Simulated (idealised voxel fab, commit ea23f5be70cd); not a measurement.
process module | voxel capacitor over wiring
Xsec cut, 245 nm wide, square cell size 5 nm.
If you're reading a cross-section in this doc, picture square cells in a grid; it comes to you as bands, top ones listed first down to the bottom, and a band can be one or more rows of cells. What a band's entry tells you: where the top is and where the bottom is, as heights in nm, and after that what lies inside, material by material from left to right, each with its width in nm. Empty space is written as the word "empty", and a single material marked with the word "full width" occupies the band from edge to edge. Zero point of the height axis is 0; under it, received wafer = one material. Lowest band: continues down indefinitely, "from 0 down". Graded width ("30 to 40"): value in top row of band = first number; value in bottom row = second number; row-to-row change constant. Take "remains unaltered" at face value: in the step it is given for, the cross-section changed in none of its cells. The entry "Voids, enclosed" lists the empty spaces that cover at least 8 cells and have no open path to the top. Each is written as width x height at distance, where the distance is measured from the left edge and all three values are in nm. Anything after a step's settings on that line? It's the simulator's own note about the step. If you see "overlay nm" on a step's line and that step has a mask, it's telling you how far right of where it was planned the mask ended up; a negative number means it went left instead.

PROCESS STEPS FORESEEN IN THE PLAN
1 RECEIVE,material Si
2 CONFORMAL_DEP,material SiO2,thk nm 15
3 CONFORMAL_DEP,material SiCN,thk nm 5
4 DIRECTIONAL_DEP,material lowk,thk nm 25
5 DIRECTIONAL_DEP,material aC,thk nm 15
6 PATTERN,tone open,mask id METAL_1,material resist,width nm 20,pitch nm 90,thk nm 35,overlay nm 0
7 DIRECTIONAL_ETCH,etch materials aC,depth nm 15
8 STRIP,etch materials resist
9 DIRECTIONAL_ETCH,etch materials lowk,depth nm 25
10 DIRECTIONAL_ETCH,etch materials SiCN,depth nm 5
11 STRIP,etch materials aC
12 CONFORMAL_DEP,material TiN,thk nm 5
13 FILL_DEP,material Cu,thk nm 5
14 CMP,height nm 45
15 EPI,material Ru,thk nm 5
16 FILL_DEP,material SiCN,thk nm 5
17 DIRECTIONAL_DEP,material SiO2,thk nm 20
18 PATTERN,tone open,mask id PLUG_1,material resist,width nm 15,thk nm 20,overlay nm 0
19 DIRECTIONAL_ETCH,etch materials SiO2,depth nm 20
20 DIRECTIONAL_ETCH,etch materials SiCN,depth nm 5
21 STRIP,etch materials resist
22 EPI,material Ru,thk nm 10
23 EPI,material Ru,thk nm 10
24 EPI,material Ru,thk nm 5
25 DIRECTIONAL_DEP,material TiN,thk nm 5
26 DIRECTIONAL_DEP,material Al2O3,thk nm 5
27 DIRECTIONAL_DEP,material TiN,thk nm 5
28 MASKED_ETCH,tone cover,mask id UPPER_PLATE,width nm 75,etch materials TiN,depth nm 5,overlay nm 0
29 MASKED_ETCH,tone cover,mask id UPPER_PLATE,width nm 75,etch materials Al2O3,depth nm 5,overlay nm 0
30 DIRECTIONAL_DEP,material aC,thk nm 15
31 PATTERN,tone cover,mask id LOWER_PLATE,material resist,width nm 85,thk nm 30,overlay nm 0
32 DIRECTIONAL_ETCH,etch materials aC,depth nm 15
33 STRIP,etch materials resist
34 DIRECTIONAL_ETCH,etch materials TiN,depth nm 5
35 STRIP,etch materials aC
36 FILL_DEP,material SiO2,thk nm 20
37 CMP,height nm 105
38 DIRECTIONAL_DEP,material aC,thk nm 15
39 PATTERN,tone open,mask id PLUG_2,material resist,width nm 15,thk nm 35,overlay nm 0
40 DIRECTIONAL_ETCH,etch materials aC,depth nm 15
41 STRIP,etch materials resist
42 DIRECTIONAL_ETCH,etch materials SiO2,depth nm 15
43 STRIP,etch materials aC
44 CONFORMAL_DEP,material TiN,thk nm 5
45 FILL_DEP,material Cu,thk nm 10
46 CMP,height nm 105
47 CONFORMAL_DEP,material SiN,thk nm 5

FIRST OF TWO WAFERS, WITH THE RUN CARRIED OUT AS PLANNED

CROSS-SECTION OF THE WAFER AS IT CAME TO US, I.E., ALREADY THROUGH STEP 1
    from 0 down: Si full width
    Voids, enclosed: none

TAKE A LOOK AT THE WAFER'S CROSS-SECTION AFTER STEP 2
    from 15 to 0: SiO2 full width
    Below a height of 0, the structure has not been altered.

TAKE A LOOK AT THE WAFER'S CROSS-SECTION AFTER STEP 3
    from 20 to 15: SiCN full width
    Below a height of 15, the structure has not been altered.

TAKE A LOOK AT THE WAFER'S CROSS-SECTION AFTER STEP 4
    from 45 to 20: lowk full width
    Below a height of 20, the structure has not been altered.

TAKE A LOOK AT THE WAFER'S CROSS-SECTION AFTER STEP 5
    from 60 to 45: aC full width
    Below a height of 45, the structure has not been altered.

TAKE A LOOK AT THE WAFER'S CROSS-SECTION AFTER STEP 6
    from 95 to 60: resist (65), then empty (20), then resist (70), then empty (20), then resist (70)
    Below a height of 60, the structure has not been altered.

TAKE A LOOK AT THE WAFER'S CROSS-SECTION AFTER STEP 7
    from 80 to 60: resist (65), then empty (20), then resist (70), then empty (20), then resist (70)
    from 60 to 45: aC (65), then empty (20), then aC (70), then empty (20), then aC (70)
    Below a height of 45, the structure has not been altered.

TAKE A LOOK AT THE WAFER'S CROSS-SECTION AFTER STEP 8
    from 60 to 45: aC (65), then empty (20), then aC (70), then empty (20), then aC (70)
    Below a height of 45, the structure has not been altered.

TAKE A LOOK AT THE WAFER'S CROSS-SECTION AFTER STEP 9
    from 60 to 45: aC (65), then empty (20), then aC (70), then empty (20), then aC (70)
    from 45 to 20: lowk (65), then empty (20), then lowk (70), then empty (20), then lowk (70)
    Below a height of 20, the structure has not been altered.

TAKE A LOOK AT THE WAFER'S CROSS-SECTION AFTER STEP 10
    from 60 to 45: aC (65), then empty (20), then aC (70), then empty (20), then aC (70)
    from 45 to 20: lowk (65), then empty (20), then lowk (70), then empty (20), then lowk (70)
    from 20 to 15: SiCN (65), then empty (20), then SiCN (70), then empty (20), then SiCN (70)
    Below a height of 15, the structure has not been altered.

TAKE A LOOK AT THE WAFER'S CROSS-SECTION AFTER STEP 11
    from 45 to 20: lowk (65), then empty (20), then lowk (70), then empty (20), then lowk (70)
    Below a height of 20, the structure has not been altered.

TAKE A LOOK AT THE WAFER'S CROSS-SECTION AFTER STEP 12
    from 50 to 45: TiN (70), then empty (10), then TiN (80), then empty (10), then TiN (75)
    from 45 to 20: lowk (65), then TiN (5), then empty (10), then TiN (5), then lowk (70), then TiN (5), then empty (10), then TiN (5), then lowk (70)
    from 20 to 15: SiCN (65), then TiN (20), then SiCN (70), then TiN (20), then SiCN (70)
    Below a height of 15, the structure has not been altered.

TAKE A LOOK AT THE WAFER'S CROSS-SECTION AFTER STEP 13
    from 55 to 50: Cu full width
    from 50 to 45: TiN (70), then Cu (10), then TiN (80), then Cu (10), then TiN (75)
    from 45 to 20: lowk (65), then TiN (5), then Cu (10), then TiN (5), then lowk (70), then TiN (5), then Cu (10), then TiN (5), then lowk (70)
    Below a height of 20, the structure has not been altered.

TAKE A LOOK AT THE WAFER'S CROSS-SECTION AFTER STEP 14
    from 45 to 20: lowk (65), then TiN (5), then Cu (10), then TiN (5), then lowk (70), then TiN (5), then Cu (10), then TiN (5), then lowk (70)
    Below a height of 20, the structure has not been altered.

TAKE A LOOK AT THE WAFER'S CROSS-SECTION AFTER STEP 15
    from 50 to 45: empty (60), then Ru (30), then empty (60), then Ru (30), then empty (65)
    Below a height of 45, the structure has not been altered.

TAKE A LOOK AT THE WAFER'S CROSS-SECTION AFTER STEP 16
    from 55 to 50: SiCN full width
    from 50 to 45: SiCN (60), then Ru (30), then SiCN (60), then Ru (30), then SiCN (65)
    Below a height of 45, the structure has not been altered.

TAKE A LOOK AT THE WAFER'S CROSS-SECTION AFTER STEP 17
    from 75 to 55: SiO2 full width
    Below a height of 55, the structure has not been altered.

TAKE A LOOK AT THE WAFER'S CROSS-SECTION AFTER STEP 18
    from 95 to 75: resist (70), then empty (15), then resist (160)
    Below a height of 75, the structure has not been altered.

TAKE A LOOK AT THE WAFER'S CROSS-SECTION AFTER STEP 19
    from 95 to 75: resist (70), then empty (15), then resist (160)
    from 75 to 55: SiO2 (70), then empty (15), then SiO2 (160)
    Below a height of 55, the structure has not been altered.

TAKE A LOOK AT THE WAFER'S CROSS-SECTION AFTER STEP 20
    from 95 to 75: resist (70), then empty (15), then resist (160)
    from 75 to 55: SiO2 (70), then empty (15), then SiO2 (160)
    from 55 to 50: SiCN (70), then empty (15), then SiCN (160)
    Below a height of 50, the structure has not been altered.

TAKE A LOOK AT THE WAFER'S CROSS-SECTION AFTER STEP 21
    from 75 to 55: SiO2 (70), then empty (15), then SiO2 (160)
    Below a height of 55, the structure has not been altered.

TAKE A LOOK AT THE WAFER'S CROSS-SECTION AFTER STEP 22
    from 75 to 60: SiO2 (70), then empty (15), then SiO2 (160)
    from 60 to 55: SiO2 (70), then Ru (15), then SiO2 (160)
    from 55 to 50: SiCN (70), then Ru (15), then SiCN (160)
    Below a height of 50, the structure has not been altered.

TAKE A LOOK AT THE WAFER'S CROSS-SECTION AFTER STEP 23
    from 75 to 70: SiO2 (70), then empty (15), then SiO2 (160)
    from 70 to 55: SiO2 (70), then Ru (15), then SiO2 (160)
    Below a height of 55, the structure has not been altered.

TAKE A LOOK AT THE WAFER'S CROSS-SECTION AFTER STEP 24
    from 75 to 55: SiO2 (70), then Ru (15), then SiO2 (160)
    Below a height of 55, the structure has not been altered.

TAKE A LOOK AT THE WAFER'S CROSS-SECTION AFTER STEP 25
    from 80 to 75: TiN full width
    Below a height of 75, the structure has not been altered.

TAKE A LOOK AT THE WAFER'S CROSS-SECTION AFTER STEP 26
    from 85 to 80: Al2O3 full width
    Below a height of 80, the structure has not been altered.

TAKE A LOOK AT THE WAFER'S CROSS-SECTION AFTER STEP 27
    from 90 to 85: TiN full width
    Below a height of 85, the structure has not been altered.

TAKE A LOOK AT THE WAFER'S CROSS-SECTION AFTER STEP 28
    from 90 to 85: empty (70), then TiN (75), then empty (100)
    Below a height of 85, the structure has not been altered.

TAKE A LOOK AT THE WAFER'S CROSS-SECTION AFTER STEP 29
    from 90 to 85: empty (70), then TiN (75), then empty (100)
    from 85 to 80: empty (70), then Al2O3 (75), then empty (100)
    Below a height of 80, the structure has not been altered.

TAKE A LOOK AT THE WAFER'S CROSS-SECTION AFTER STEP 30
    from 105 to 95: empty (70), then aC (75), then empty (100)
    from 95 to 90: aC full width
    from 90 to 85: aC (70), then TiN (75), then aC (100)
    from 85 to 80: aC (70), then Al2O3 (75), then aC (100)
    Below a height of 80, the structure has not been altered.

TAKE A LOOK AT THE WAFER'S CROSS-SECTION AFTER STEP 31
    from 135 to 105: empty (65), then resist (85), then empty (95)
    from 105 to 95: empty (65), then resist (5), then aC (75), then resist (5), then empty (95)
    Below a height of 95, the structure has not been altered.

TAKE A LOOK AT THE WAFER'S CROSS-SECTION AFTER STEP 32
    from 120 to 105: empty (65), then resist (85), then empty (95)
    from 105 to 95: empty (65), then resist (5), then aC (75), then resist (5), then empty (95)
    from 95 to 90: empty (65), then aC (85), then empty (95)
    from 90 to 85: empty (65), then aC (5), then TiN (75), then aC (5), then empty (95)
    from 85 to 80: empty (65), then aC (5), then Al2O3 (75), then aC (5), then empty (95)
    Below a height of 80, the structure has not been altered.

TAKE A LOOK AT THE WAFER'S CROSS-SECTION AFTER STEP 33
    from 105 to 95: empty (70), then aC (75), then empty (100)
    Below a height of 95, the structure has not been altered.

TAKE A LOOK AT THE WAFER'S CROSS-SECTION AFTER STEP 34
    from 105 to 95: empty (70), then aC (75), then empty (100)
    from 95 to 90: empty (65), then aC (85), then empty (95)
    from 90 to 85: empty (65), then aC (5), then TiN (75), then aC (5), then empty (95)
    from 85 to 80: empty (65), then aC (5), then Al2O3 (75), then aC (5), then empty (95)
    from 80 to 75: empty (65), then TiN (85), then empty (95)
    Below a height of 75, the structure has not been altered.

TAKE A LOOK AT THE WAFER'S CROSS-SECTION AFTER STEP 35
    from 90 to 85: empty (70), then TiN (75), then empty (100)
    from 85 to 80: empty (70), then Al2O3 (75), then empty (100)
    Below a height of 80, the structure has not been altered.

TAKE A LOOK AT THE WAFER'S CROSS-SECTION AFTER STEP 36
    from 110 to 90: SiO2 full width
    from 90 to 85: SiO2 (70), then TiN (75), then SiO2 (100)
    from 85 to 80: SiO2 (70), then Al2O3 (75), then SiO2 (100)
    from 80 to 75: SiO2 (65), then TiN (85), then SiO2 (95)
    Below a height of 75, the structure has not been altered.

TAKE A LOOK AT THE WAFER'S CROSS-SECTION AFTER STEP 37
    from 105 to 90: SiO2 full width
    Below a height of 90, the structure has not been altered.

TAKE A LOOK AT THE WAFER'S CROSS-SECTION AFTER STEP 38
    from 120 to 105: aC full width
    Below a height of 105, the structure has not been altered.

TAKE A LOOK AT THE WAFER'S CROSS-SECTION AFTER STEP 39
    from 155 to 120: resist (80), then empty (15), then resist (150)
    Below a height of 120, the structure has not been altered.

TAKE A LOOK AT THE WAFER'S CROSS-SECTION AFTER STEP 40
    from 140 to 120: resist (80), then empty (15), then resist (150)
    from 120 to 105: aC (80), then empty (15), then aC (150)
    Below a height of 105, the structure has not been altered.

TAKE A LOOK AT THE WAFER'S CROSS-SECTION AFTER STEP 41
    from 120 to 105: aC (80), then empty (15), then aC (150)
    Below a height of 105, the structure has not been altered.

TAKE A LOOK AT THE WAFER'S CROSS-SECTION AFTER STEP 42
    from 120 to 105: aC (80), then empty (15), then aC (150)
    from 105 to 90: SiO2 (80), then empty (15), then SiO2 (150)
    Below a height of 90, the structure has not been altered.

TAKE A LOOK AT THE WAFER'S CROSS-SECTION AFTER STEP 43
    from 105 to 90: SiO2 (80), then empty (15), then SiO2 (150)
    Below a height of 90, the structure has not been altered.

TAKE A LOOK AT THE WAFER'S CROSS-SECTION AFTER STEP 44
    from 110 to 105: TiN (85), then empty (5), then TiN (155)
    from 105 to 95: SiO2 (80), then TiN (5), then empty (5), then TiN (5), then SiO2 (150)
    from 95 to 85: SiO2 (80 to 70), then TiN (15 to 75), then SiO2 (150 to 100)
    Below a height of 85, the structure has not been altered.

TAKE A LOOK AT THE WAFER'S CROSS-SECTION AFTER STEP 45
    from 120 to 110: Cu full width
    from 110 to 105: TiN (85), then Cu (5), then TiN (155)
    from 105 to 95: SiO2 (80), then TiN (5), then Cu (5), then TiN (5), then SiO2 (150)
    Below a height of 95, the structure has not been altered.

TAKE A LOOK AT THE WAFER'S CROSS-SECTION AFTER STEP 46
    from 105 to 95: SiO2 (80), then TiN (5), then Cu (5), then TiN (5), then SiO2 (150)
    Below a height of 95, the structure has not been altered.

TAKE A LOOK AT THE WAFER'S CROSS-SECTION AFTER STEP 47
    from 110 to 105: SiN full width
    Below a height of 105, the structure has not been altered.

WAFER TWO OF THE PAIR: SAME ORIGIN, SAME PLAN, ONE ERROR DURING THE RUN; IDENTICAL TO WAFER ONE UP TO AND INCLUDING STEP 43

CROSS-SECTIONAL VIEW OF THE SECOND WAFER AT THE INTENDED END TIME OF PROCESS STEP 44
    from 110 to 105: Al2O3 (85), then empty (5), then Al2O3 (155)
    from 105 to 95: SiO2 (80), then Al2O3 (5), then empty (5), then Al2O3 (5), then SiO2 (150)
    from 95 to 90: SiO2 (80), then Al2O3 (15), then SiO2 (150)
    Below a height of 90, the structure has not been altered.

CROSS-SECTIONAL VIEW OF THE SECOND WAFER AT THE INTENDED END TIME OF PROCESS STEP 45
    from 120 to 110: Cu full width
    from 110 to 105: Al2O3 (85), then Cu (5), then Al2O3 (155)
    from 105 to 95: SiO2 (80), then Al2O3 (5), then Cu (5), then Al2O3 (5), then SiO2 (150)
    Below a height of 95, the structure has not been altered.

CROSS-SECTIONAL VIEW OF THE SECOND WAFER AT THE INTENDED END TIME OF PROCESS STEP 46
    from 105 to 95: SiO2 (80), then Al2O3 (5), then Cu (5), then Al2O3 (5), then SiO2 (150)
    Below a height of 95, the structure has not been altered.

CROSS-SECTIONAL VIEW OF THE SECOND WAFER AT THE INTENDED END TIME OF PROCESS STEP 47
    from 110 to 105: SiN full width
    Below a height of 105, the structure has not been altered.
Short version of what went wrong: it should be noted that step 44 was executed with settings other than those planned, the operation and settings actually applied being CONFORMAL_DEP,material Al2O3,thk nm 5
Counted in cells at the end, the second wafer holds more or fewer of these materials than the first: Al2O3 +7; TiN -7
